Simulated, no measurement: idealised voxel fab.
Process module in this document: voxel gate over fins
Cross-section cut spans 220 nm and uses square cells 5 nm in size.
Think of the cross-section as a grid of square cells. We describe it in bands, top to bottom, and each band covers one or more rows of those cells. Band: top and bottom heights (nm) first, top before bottom; then materials from left to right, widths in nm. "full width" marks a sole material filling the band edge to edge. "blank" denotes empty space. Heights are reckoned from 0. Under this level, the received wafer is all of one material. The bottommost band is open-ended downward, for example "0 -> down". A two-number width, for instance "30..40", indicates that the width is equal to the first number in the top row of the band and to the second number in the bottom row, and that it changes by a constant amount per row of cells. No cell of the cross-section changed in a step that is given as "same as before". Empty spaces without an open route to the top, at least 8 cells in extent, make up the entry "Completely sealed voids"; each is given as width x height at distance, where the distance is measured from the left edge, and all are in nm. Where a step's line continues beyond its settings, the continuation is a remark by the simulator itself on that step. You can add "overlay nm" to a step's line. For a step with a mask, it describes how far the mask lay to the right of its planned position, and a negative number describes a lay to the left.

Planned process steps:
1: RECEIVE (material Si)
2: CONFORMAL_DEP (material SiN; thk nm 10)
3: DIRECTIONAL_DEP (material aC; thk nm 15)
4: PATTERN (tone cover; mask id FINS; material resist; width nm 15; pitch nm 40; thk nm 35; overlay nm 0)
5: DIRECTIONAL_ETCH (etch materials aC; depth nm 15)
6: STRIP (etch materials resist)
7: DIRECTIONAL_ETCH (etch materials SiN; depth nm 10)
8: DIRECTIONAL_ETCH (etch materials Si; depth nm 40)
9: STRIP (etch materials aC)
10: OXIDIZE (depth nm 5)
11: FILL_DEP (material SiO2; thk nm 5)
12: CMP (height nm 10)
13: SELECTIVE_ETCH (etch materials SiO2; depth nm 25)
14: STRIP (etch materials SiN)
15: CONFORMAL_DEP (material HfO2; thk nm 5)
16: CONFORMAL_DEP (material TiN; thk nm 5)
17: CONFORMAL_DEP (material TiAl; thk nm 5)
18: CONFORMAL_DEP (material TiN; thk nm 5)
19: FILL_DEP (material W; thk nm 15)
20: CMP (height nm 30)
21: CONFORMAL_DEP (material SiCN; thk nm 5)

First wafer of two (run as planned):

Delivered wafer in cross-section: state after step 1:
- 0 -> down = Si full width
- Completely sealed voids: none

After step 2: wafer cross-section:
- 10 -> 0 = SiN full width
- No changes below 0.

After step 3: wafer cross-section:
- 25 -> 10 = aC full width
- No changes below 10.

After step 4: wafer cross-section:
- 60 -> 25 = blank 40; resist 15; blank 25; resist 15; blank 25; resist 15; blank 25; resist 15; blank 45
- No changes below 25.

After step 5: wafer cross-section:
- 45 -> 25 = blank 40; resist 15; blank 25; resist 15; blank 25; resist 15; blank 25; resist 15; blank 45
- 25 -> 10 = blank 40; aC 15; blank 25; aC 15; blank 25; aC 15; blank 25; aC 15; blank 45
- No changes below 10.

After step 6: wafer cross-section:
- 25 -> 10 = blank 40; aC 15; blank 25; aC 15; blank 25; aC 15; blank 25; aC 15; blank 45
- No changes below 10.

After step 7: wafer cross-section:
- 25 -> 10 = blank 40; aC 15; blank 25; aC 15; blank 25; aC 15; blank 25; aC 15; blank 45
- 10 -> 0 = blank 40; SiN 15; blank 25; SiN 15; blank 25; SiN 15; blank 25; SiN 15; blank 45
- No changes below 0.

After step 8: wafer cross-section:
- 25 -> 10 = blank 40; aC 15; blank 25; aC 15; blank 25; aC 15; blank 25; aC 15; blank 45
- 10 -> 0 = blank 40; SiN 15; blank 25; SiN 15; blank 25; SiN 15; blank 25; SiN 15; blank 45
- 0 -> -40 = blank 40; Si 15; blank 25; Si 15; blank 25; Si 15; blank 25; Si 15; blank 45
- No changes below -40.

After step 9: wafer cross-section:
- 10 -> 0 = blank 40; SiN 15; blank 25; SiN 15; blank 25; SiN 15; blank 25; SiN 15; blank 45
- No changes below 0.

After step 10: wafer cross-section:
- 10 -> 0 = blank 40; SiN 15; blank 25; SiN 15; blank 25; SiN 15; blank 25; SiN 15; blank 45
- 0 -> -40 = blank 40; SiO2 5; Si 5; SiO2 5; blank 25; SiO2 5; Si 5; SiO2 5; blank 25; SiO2 5; Si 5; SiO2 5; blank 25; SiO2 5; Si 5; SiO2 5; blank 45
- -40 -> -45 = SiO2 45; Si 5; SiO2 35; Si 5; SiO2 35; Si 5; SiO2 35; Si 5; SiO2 50
- No changes below -45.

After step 11: wafer cross-section:
- 15 -> 10 = SiO2 full width
- 10 -> 0 = SiO2 40; SiN 15; SiO2 25; SiN 15; SiO2 25; SiN 15; SiO2 25; SiN 15; SiO2 45
- 0 -> -45 = SiO2 45; Si 5; SiO2 35; Si 5; SiO2 35; Si 5; SiO2 35; Si 5; SiO2 50
- No changes below -45.

After step 12: wafer cross-section:
- 10 -> 0 = SiO2 40; SiN 15; SiO2 25; SiN 15; SiO2 25; SiN 15; SiO2 25; SiN 15; SiO2 45
- No changes below 0.

After step 13: wafer cross-section:
- 10 -> 0 = blank 40; SiN 15; blank 25; SiN 15; blank 25; SiN 15; blank 25; SiN 15; blank 45
- 0 -> -15 = blank 45; Si 5; blank 35; Si 5; blank 35; Si 5; blank 35; Si 5; blank 50
- No changes below -15.

After step 14: wafer cross-section:
- 0 -> -15 = blank 45; Si 5; blank 35; Si 5; blank 35; Si 5; blank 35; Si 5; blank 50
- No changes below -15.

After step 15: wafer cross-section:
- 5 -> 0 = blank 40; HfO2 15; blank 25; HfO2 15; blank 25; HfO2 15; blank 25; HfO2 15; blank 45
- 0 -> -10 = blank 40; HfO2 5; Si 5; HfO2 5; blank 25; HfO2 5; Si 5; HfO2 5; blank 25; HfO2 5; Si 5; HfO2 5; blank 25; HfO2 5; Si 5; HfO2 5; blank 45
- -10 -> -15 = HfO2 45; Si 5; HfO2 35; Si 5; HfO2 35; Si 5; HfO2 35; Si 5; HfO2 50
- No changes below -15.

After step 16: wafer cross-section:
- 10 -> 5 = blank 35; TiN 25; blank 15; TiN 25; blank 15; TiN 25; blank 15; TiN 25; blank 40
- 5 -> 0 = blank 35; TiN 5; HfO2 15; TiN 5; blank 15; TiN 5; HfO2 15; TiN 5; blank 15; TiN 5; HfO2 15; TiN 5; blank 15; TiN 5; HfO2 15; TiN 5; blank 40
- 0 -> -5 = blank 35; TiN 5; HfO2 5; Si 5; HfO2 5; TiN 5; blank 15; TiN 5; HfO2 5; Si 5; HfO2 5; TiN 5; blank 15; TiN 5; HfO2 5; Si 5; HfO2 5; TiN 5; blank 15; TiN 5; HfO2 5; Si 5; HfO2 5; TiN 5; blank 40
- -5 -> -10 = TiN 40; HfO2 5; Si 5; HfO2 5; TiN 25; HfO2 5; Si 5; HfO2 5; TiN 25; HfO2 5; Si 5; HfO2 5; TiN 25; HfO2 5; Si 5; HfO2 5; TiN 45
- No changes below -10.

After step 17: wafer cross-section:
- 15 -> 10 = blank 30; TiAl 35; blank 5; TiAl 35; blank 5; TiAl 35; blank 5; TiAl 35; blank 35
- 10 -> 5 = blank 30; TiAl 5; TiN 25; TiAl 5; blank 5; TiAl 5; TiN 25; TiAl 5; blank 5; TiAl 5; TiN 25; TiAl 5; blank 5; TiAl 5; TiN 25; TiAl 5; blank 35
- 5 -> 0 = blank 30; TiAl 5; TiN 5; HfO2 15; TiN 5; TiAl 5; blank 5; TiAl 5; TiN 5; HfO2 15; TiN 5; TiAl 5; blank 5; TiAl 5; TiN 5; HfO2 15; TiN 5; TiAl 5; blank 5; TiAl 5; TiN 5; HfO2 15; TiN 5; TiAl 5; blank 35
- 0 -> -5 = TiAl 35; TiN 5; HfO2 5; Si 5; HfO2 5; TiN 5; TiAl 15; TiN 5; HfO2 5; Si 5; HfO2 5; TiN 5; TiAl 15; TiN 5; HfO2 5; Si 5; HfO2 5; TiN 5; TiAl 15; TiN 5; HfO2 5; Si 5; HfO2 5; TiN 5; TiAl 40
- No changes below -5.

After step 18: wafer cross-section:
- 20 -> 15 = blank 25; TiN 165; blank 30
- 15 -> 10 = blank 25; TiN 5; TiAl 35; TiN 5; TiAl 35; TiN 5; TiAl 35; TiN 5; TiAl 35; TiN 5; blank 30
- 10 -> 5 = blank 25; TiN 5; TiAl 5; TiN 25; TiAl 5; TiN 5; TiAl 5; TiN 25; TiAl 5; TiN 5; TiAl 5; TiN 25; TiAl 5; TiN 5; TiAl 5; TiN 25; TiAl 5; TiN 5; blank 30
- 5 -> 0 = TiN 30; TiAl 5; TiN 5; HfO2 15; TiN 5; TiAl 5; TiN 5; TiAl 5; TiN 5; HfO2 15; TiN 5; TiAl 5; TiN 5; TiAl 5; TiN 5; HfO2 15; TiN 5; TiAl 5; TiN 5; TiAl 5; TiN 5; HfO2 15; TiN 5; TiAl 5; TiN 35
- No changes below 0.

After step 19: wafer cross-section:
- 35 -> 20 = W full width
- 20 -> 15 = W 25; TiN 165; W 30
- 15 -> 10 = W 25; TiN 5; TiAl 35; TiN 5; TiAl 35; TiN 5; TiAl 35; TiN 5; TiAl 35; TiN 5; W 30
- 10 -> 5 = W 25; TiN 5; TiAl 5; TiN 25; TiAl 5; TiN 5; TiAl 5; TiN 25; TiAl 5; TiN 5; TiAl 5; TiN 25; TiAl 5; TiN 5; TiAl 5; TiN 25; TiAl 5; TiN 5; W 30
- No changes below 5.

After step 20: wafer cross-section:
- 30 -> 20 = W full width
- No changes below 20.

After step 21: wafer cross-section:
- 35 -> 30 = SiCN full width
- No changes below 30.

Wafer two of two - same starting point, same process plan, one mistake in execution; matches wafer one up to and including step 3:

Cross-section of the second wafer when, according to plan, step 4 should have finished:
- 60 -> 25 = blank 35; resist 25; blank 15; resist 25; blank 15; resist 25; blank 15; resist 25; blank 40
- No changes below 25.

Cross-section of the second wafer when, according to plan, step 5 should have finished:
- 45 -> 25 = blank 35; resist 25; blank 15; resist 25; blank 15; resist 25; blank 15; resist 25; blank 40
- 25 -> 10 = blank 35; aC 25; blank 15; aC 25; blank 15; aC 25; blank 15; aC 25; blank 40
- No changes below 10.

Cross-section of the second wafer when, according to plan, step 6 should have finished:
- 25 -> 10 = blank 35; aC 25; blank 15; aC 25; blank 15; aC 25; blank 15; aC 25; blank 40
- No changes below 10.

Cross-section of the second wafer when, according to plan, step 7 should have finished:
- 25 -> 10 = blank 35; aC 25; blank 15; aC 25; blank 15; aC 25; blank 15; aC 25; blank 40
- 10 -> 0 = blank 35; SiN 25; blank 15; SiN 25; blank 15; SiN 25; blank 15; SiN 25; blank 40
- No changes below 0.

Cross-section of the second wafer when, according to plan, step 8 should have finished:
- 25 -> 10 = blank 35; aC 25; blank 15; aC 25; blank 15; aC 25; blank 15; aC 25; blank 40
- 10 -> 0 = blank 35; SiN 25; blank 15; SiN 25; blank 15; SiN 25; blank 15; SiN 25; blank 40
- 0 -> -40 = blank 35; Si 25; blank 15; Si 25; blank 15; Si 25; blank 15; Si 25; blank 40
- No changes below -40.

Cross-section of the second wafer when, according to plan, step 9 should have finished:
- 10 -> 0 = blank 35; SiN 25; blank 15; SiN 25; blank 15; SiN 25; blank 15; SiN 25; blank 40
- No changes below 0.

Cross-section of the second wafer when, according to plan, step 10 should have finished:
- 10 -> 0 = blank 35; SiN 25; blank 15; SiN 25; blank 15; SiN 25; blank 15; SiN 25; blank 40
- 0 -> -40 = blank 35; SiO2 5; Si 15; SiO2 5; blank 15; SiO2 5; Si 15; SiO2 5; blank 15; SiO2 5; Si 15; SiO2 5; blank 15; SiO2 5; Si 15; SiO2 5; blank 40
- -40 -> -45 = SiO2 40; Si 15; SiO2 25; Si 15; SiO2 25; Si 15; SiO2 25; Si 15; SiO2 45
- No changes below -45.

Cross-section of the second wafer when, according to plan, step 11 should have finished:
- 15 -> 10 = SiO2 full width
- 10 -> 0 = SiO2 35; SiN 25; SiO2 15; SiN 25; SiO2 15; SiN 25; SiO2 15; SiN 25; SiO2 40
- 0 -> -45 = SiO2 40; Si 15; SiO2 25; Si 15; SiO2 25; Si 15; SiO2 25; Si 15; SiO2 45
- No changes below -45.

Cross-section of the second wafer when, according to plan, step 12 should have finished:
- 10 -> 0 = SiO2 35; SiN 25; SiO2 15; SiN 25; SiO2 15; SiN 25; SiO2 15; SiN 25; SiO2 40
- No changes below 0.

Cross-section of the second wafer when, according to plan, step 13 should have finished:
- 10 -> 0 = blank 35; SiN 25; blank 15; SiN 25; blank 15; SiN 25; blank 15; SiN 25; blank 40
- 0 -> -15 = blank 40; Si 15; blank 25; Si 15; blank 25; Si 15; blank 25; Si 15; blank 45
- No changes below -15.

Cross-section of the second wafer when, according to plan, step 14 should have finished:
- 0 -> -15 = blank 40; Si 15; blank 25; Si 15; blank 25; Si 15; blank 25; Si 15; blank 45
- No changes below -15.

Cross-section of the second wafer when, according to plan, step 15 should have finished:
- 5 -> 0 = blank 35; HfO2 25; blank 15; HfO2 25; blank 15; HfO2 25; blank 15; HfO2 25; blank 40
- 0 -> -10 = blank 35; HfO2 5; Si 15; HfO2 5; blank 15; HfO2 5; Si 15; HfO2 5; blank 15; HfO2 5; Si 15; HfO2 5; blank 15; HfO2 5; Si 15; HfO2 5; blank 40
- -10 -> -15 = HfO2 40; Si 15; HfO2 25; Si 15; HfO2 25; Si 15; HfO2 25; Si 15; HfO2 45
- No changes below -15.

Cross-section of the second wafer when, according to plan, step 16 should have finished:
- 10 -> 5 = blank 30; TiN 35; blank 5; TiN 35; blank 5; TiN 35; blank 5; TiN 35; blank 35
- 5 -> 0 = blank 30; TiN 5; HfO2 25; TiN 5; blank 5; TiN 5; HfO2 25; TiN 5; blank 5; TiN 5; HfO2 25; TiN 5; blank 5; TiN 5; HfO2 25; TiN 5; blank 35
- 0 -> -5 = blank 30; TiN 5; HfO2 5; Si 15; HfO2 5; TiN 5; blank 5; TiN 5; HfO2 5; Si 15; HfO2 5; TiN 5; blank 5; TiN 5; HfO2 5; Si 15; HfO2 5; TiN 5; blank 5; TiN 5; HfO2 5; Si 15; HfO2 5; TiN 5; blank 35
- -5 -> -10 = TiN 35; HfO2 5; Si 15; HfO2 5; TiN 15; HfO2 5; Si 15; HfO2 5; TiN 15; HfO2 5; Si 15; HfO2 5; TiN 15; HfO2 5; Si 15; HfO2 5; TiN 40
- No changes below -10.

Cross-section of the second wafer when, according to plan, step 17 should have finished:
- 15 -> 10 = blank 25; TiAl 165; blank 30
- 10 -> 5 = blank 25; TiAl 5; TiN 35; TiAl 5; TiN 35; TiAl 5; TiN 35; TiAl 5; TiN 35; TiAl 5; blank 30
- 5 -> 0 = blank 25; TiAl 5; TiN 5; HfO2 25; TiN 5; TiAl 5; TiN 5; HfO2 25; TiN 5; TiAl 5; TiN 5; HfO2 25; TiN 5; TiAl 5; TiN 5; HfO2 25; TiN 5; TiAl 5; blank 30
- 0 -> -5 = TiAl 30; TiN 5; HfO2 5; Si 15; HfO2 5; TiN 5; TiAl 5; TiN 5; HfO2 5; Si 15; HfO2 5; TiN 5; TiAl 5; TiN 5; HfO2 5; Si 15; HfO2 5; TiN 5; TiAl 5; TiN 5; HfO2 5; Si 15; HfO2 5; TiN 5; TiAl 35
- No changes below -5.

Cross-section of the second wafer when, according to plan, step 18 should have finished:
- 20 -> 15 = blank 20; TiN 175; blank 25
- 15 -> 10 = blank 20; TiN 5; TiAl 165; TiN 5; blank 25
- 10 -> 5 = blank 20; TiN 5; TiAl 5; TiN 35; TiAl 5; TiN 35; TiAl 5; TiN 35; TiAl 5; TiN 35; TiAl 5; TiN 5; blank 25
- 5 -> 0 = TiN 25; TiAl 5; TiN 5; HfO2 25; TiN 5; TiAl 5; TiN 5; HfO2 25; TiN 5; TiAl 5; TiN 5; HfO2 25; TiN 5; TiAl 5; TiN 5; HfO2 25; TiN 5; TiAl 5; TiN 30
- No changes below 0.

Cross-section of the second wafer when, according to plan, step 19 should have finished:
- 35 -> 20 = W full width
- 20 -> 15 = W 20; TiN 175; W 25
- 15 -> 10 = W 20; TiN 5; TiAl 165; TiN 5; W 25
- 10 -> 5 = W 20; TiN 5; TiAl 5; TiN 35; TiAl 5; TiN 35; TiAl 5; TiN 35; TiAl 5; TiN 35; TiAl 5; TiN 5; W 25
- No changes below 5.

Cross-section of the second wafer when, according to plan, step 20 should have finished:
- 30 -> 20 = W full width
- No changes below 20.

Cross-section of the second wafer when, according to plan, step 21 should have finished:
- 35 -> 30 = SiCN full width
- No changes below 30.
What was done differently from what was planned? not per plan at step 4, really ran PATTERN (tone cover; mask id FINS; material resist; width nm 25; pitch nm 40; thk nm 35; overlay nm 0)
Final comparison by cell count, materials where the second wafer has more or fewer than the first: Si +72 | SiO2 -48 | TiAl -9 | TiN -9 | W -6
